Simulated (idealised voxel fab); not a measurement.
Process module heading - voxel ribs on slabs
Cross-sectional view cut (width: 285 nm; square cell size: 5 nm).
Think of the cross-section as a grid of square cells. We describe it in bands, top to bottom, and each band covers one or more rows of those cells.
The band entry comprises the height of the band's top followed by the height of its bottom, expressed in nm, and subsequently the band's materials from left to right, each stated together with its width in nm. Where a single material is marked with the word "all across", that material fills the band from edge to edge. The word "air" represents empty space.
It should be noted that heights are counted from 0, beneath which the wafer as supplied is of one material throughout, and that the lowest band possesses no lower boundary but continues downward, as written in "0 down".
The expression "30..40" gives the width at the extremes of the band, the first number at its top row of cells and the second at its bottom row, with the width changing by equal amounts from each row to the next in between.
"nothing altered" after a step means that no cell of the cross-section changed.
Empty spaces counting at least 8 cells and having no open way to the top are listed in "Voids lacking openings". The notation width x height at distance is used for each, the distance being from the left edge and all three values in nm.
On a step's line, text after the settings is the simulator commenting on that step.
The "overlay nm" setting may appear on a step's line; for a step that uses a mask, it gives how far to the right of its planned position the mask lay, and a negative value indicates the left.

**List of planned process steps**
step 1: RECEIVE | material Si
step 2: DIRECTIONAL_DEP | material SiO2 | thk nm 30
step 3: DIRECTIONAL_DEP | material SiN | thk nm 20
step 4: MASKED_ETCH | tone cover | mask id RIB | width nm 25 | etch materials SiN | depth nm 15 | overlay nm 0
step 5: PATTERN | tone cover | mask id SLAB | material resist | width nm 65 | thk nm 15 | overlay nm 0
step 6: DIRECTIONAL_ETCH | etch materials SiN | depth nm 5
step 7: STRIP | etch materials resist
step 8: FILL_DEP | material SiO2 | thk nm 25
step 9: CMP | height nm 70
step 10: DIRECTIONAL_DEP | material TiN | thk nm 10
step 11: DIRECTIONAL_DEP | material aC | thk nm 15
step 12: PATTERN | tone cover | mask id HEATER | material resist | width nm 35 | thk nm 35 | overlay nm 0
step 13: DIRECTIONAL_ETCH | etch materials aC | depth nm 15
step 14: STRIP | etch materials resist
step 15: DIRECTIONAL_ETCH | etch materials TiN | depth nm 10
step 16: STRIP | etch materials aC
step 17: CONFORMAL_DEP | material SiO2 | thk nm 5

**As received (post step 1): cross-section**
0 down: Si all across
Voids lacking openings: none

**Starting wafer: above. Plan: above. Run: one mistake. Cross-section after the module: below**
80 to 70: air 125, TiN 35, air 125
70 to 50: SiO2 all across
50 to 35: SiO2 130, SiN 25, SiO2 130
35 to 30: SiO2 110, SiN 65, SiO2 110
30 to 0: SiO2 all across
0 down: Si all across
Voids lacking openings: none
Against the plan, the run slipped here: not run: step 17 of the plan (skipped)
